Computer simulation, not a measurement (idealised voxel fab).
process module | voxel self aligned contacts
cross-section cut | 255 nm wide | cells 5 nm
A cross-section is a grid of square cells, given in bands from the top down. A band is one or more rows of cells.
Each band's line starts with the height of the band's top and of its bottom, in nm. Then come its materials from left to right, each with its width in nm. One material with "throughout" fills the band from edge to edge. "air" is empty space.
Height 0 is the level under which the wafer as received is all one material. The lowest band goes on downwards, as in "0 down".
A width such as "30 to 40" changes by the same amount from each row of cells to the next, from the band's top row to its bottom row.
"no change" after a step means that no cell of the cross-section changed.
closed voids: empty space of 8 cells or more with no open way to the top, each as width x height at its distance from the left edge, in nm
after a step's settings: what the simulator itself notes on the step
overlay nm, on a step with a mask: how far to the right of its planned place the mask lay; to the left if negative
plan
1 op RECEIVE | material Si
2 op OXIDIZE | depth nm 5
3 op DIRECTIONAL_DEP | material polySi | thk nm 20
4 op DIRECTIONAL_DEP | material SiN | thk nm 20
5 op DIRECTIONAL_DEP | material aC | thk nm 10
6 op PATTERN | tone cover | mask id GATE | material resist | width nm 35 | pitch nm 60 | thk nm 30 | overlay nm 0
7 op DIRECTIONAL_ETCH | etch materials aC | depth nm 10
8 op STRIP | etch materials resist
9 op DIRECTIONAL_ETCH | etch materials SiN | depth nm 20
10 op DIRECTIONAL_ETCH | etch materials polySi | depth nm 20
11 op STRIP | etch materials aC
12 op CONFORMAL_DEP | material SiN | thk nm 5
13 op DIRECTIONAL_ETCH | etch materials SiN | depth nm 5
14 op FILL_DEP | material SiO2 | thk nm 15
15 op CMP | height nm 45
16 op DIRECTIONAL_DEP | material aC | thk nm 10
17 op PATTERN | tone open | mask id CONTACT | material resist | width nm 35 | pitch nm 60 | thk nm 25 | overlay nm 0
18 op DIRECTIONAL_ETCH | etch materials aC | depth nm 10
19 op STRIP | etch materials resist
20 op DIRECTIONAL_ETCH | etch materials SiO2 | depth nm 50
21 op STRIP | etch materials aC
22 op CONFORMAL_DEP | material TiN | thk nm 5
23 op FILL_DEP | material W | thk nm 10
24 op CMP | height nm 45
25 op CONFORMAL_DEP | material SiCN | thk nm 5
as received, after step 1
  0 down: Si throughout
  closed voids: none
a wafer at the end: this start, this plan, one mistake
  55 to 50: SiCN throughout
  50 to 45: TiN 85 | W 25 | TiN 35 | W 25 | TiN 85
  45 to 40: SiO2 80 | TiN 15 | W 5 | TiN 15 | SiO2 25 | TiN 15 | W 5 | TiN 15 | SiO2 80
  40 to 20: SiO2 45 | SiN 45 | TiN 5 | W 5 | TiN 5 | SiN 45 | TiN 5 | W 5 | TiN 5 | SiN 45 | SiO2 45
  20 to 0: SiO2 45 | SiN 5 | polySi 35 | SiN 5 | TiN 5 | W 5 | TiN 5 | SiN 5 | polySi 35 | SiN 5 | TiN 5 | W 5 | TiN 5 | SiN 5 | polySi 35 | SiN 5 | SiO2 45
  0 to -5: SiO2 90 | TiN 15 | SiO2 45 | TiN 15 | SiO2 90
  -5 down: Si throughout
  closed voids: none
what went wrong: step 24 ran as: op CMP | height nm 50
